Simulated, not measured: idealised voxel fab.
A process module follows: voxel fin reveal.
Xsec cut, 180 nm wide, square cell size 5 nm.
In what follows, cross-sections appear as grids of square cells, described through bands that run from the top down, where every band is one or more rows of cells. Read a band's entry like this: the first values are the height of its top and the height of its bottom in nm, and what follows is the sequence of materials from left to right, each with its width in nm. Note that "blank" is empty space, and that a single material marked "throughout" reaches across the band from edge to edge. Heights from 0 (as-received wafer is one material below). Bottom band endless downward, as "0 down". When a width is written as two numbers, as in "30->40", the first number is the width in the top row of cells of the band and the second is the width in its bottom row, and the width changes by the same amount from each row to the next. Step marked "same as before"? Then no cell in the cross-section changed in it. Entry "Sealed void inventory". Content: empty spaces with no open connection to the top, size 8 cells or greater. Each: width x height at distance. Distance: from left edge. Unit: nm. Text after the settings on a step's line: the simulator's own remark on that step. Each step line may optionally specify "overlay nm", which for a step with a mask gives the rightward distance between the mask's planned place and where it lay, a negative value indicating the leftward direction.

### The process steps that were planned are listed below
1) RECEIVE: material Si
2) CONFORMAL_DEP: material SiN, thk nm 10
3) PATTERN: tone cover, mask id FINS, material resist, width nm 15, pitch nm 45, thk nm 15, overlay nm 0
4) DIRECTIONAL_ETCH: etch materials SiN, depth nm 10
5) DIRECTIONAL_ETCH: etch materials Si, depth nm 40
6) STRIP: etch materials resist
7) OXIDIZE: depth nm 5
8) FILL_DEP: material SiO2, thk nm 10
9) CMP: height nm 10
10) SELECTIVE_ETCH: etch materials SiO2, depth nm 30
11) STRIP: etch materials SiN
12) CONFORMAL_DEP: material HfO2, thk nm 5

### Incoming wafer, cross-sectional view, post step 1
> 0 down  Si throughout
> Sealed void inventory: none

### Starting structure and process plan are as shown above, but one mistake was made in running the module; the wafer cross-section at the end of the module follows
> 5 to 0  60 of blank, then 15 of HfO2, then 30 of blank, then 15 of HfO2, then 60 of blank
> 0 to -15  60 of blank, then 5 of HfO2, then 5 of Si, then 5 of HfO2, then 30 of blank, then 5 of HfO2, then 5 of Si, then 5 of HfO2, then 60 of blank
> -15 to -20  35 of HfO2, then 25 of blank, then 5 of HfO2, then 5 of Si, then 5 of HfO2, then 30 of blank, then 5 of HfO2, then 5 of Si, then 5 of HfO2, then 25 of blank, then 35 of HfO2
> -20 to -25  30 of SiO2, then 5 of HfO2, then 25 of blank, then 5 of HfO2, then 5 of Si, then 5 of HfO2, then 30 of blank, then 5 of HfO2, then 5 of Si, then 5 of HfO2, then 25 of blank, then 5 of HfO2, then 30 of SiO2
> -25 to -30  30 of SiO2, then 35 of HfO2, then 5 of Si, then 40 of HfO2, then 5 of Si, then 35 of HfO2, then 30 of SiO2
> -30 to -45  65 of SiO2, then 5 of Si, then 40 of SiO2, then 5 of Si, then 65 of SiO2
> -45 down  Si throughout
> Sealed void inventory: none
Plan not followed: the run placed steps 10 and 11 each in the position the plan gave to the other
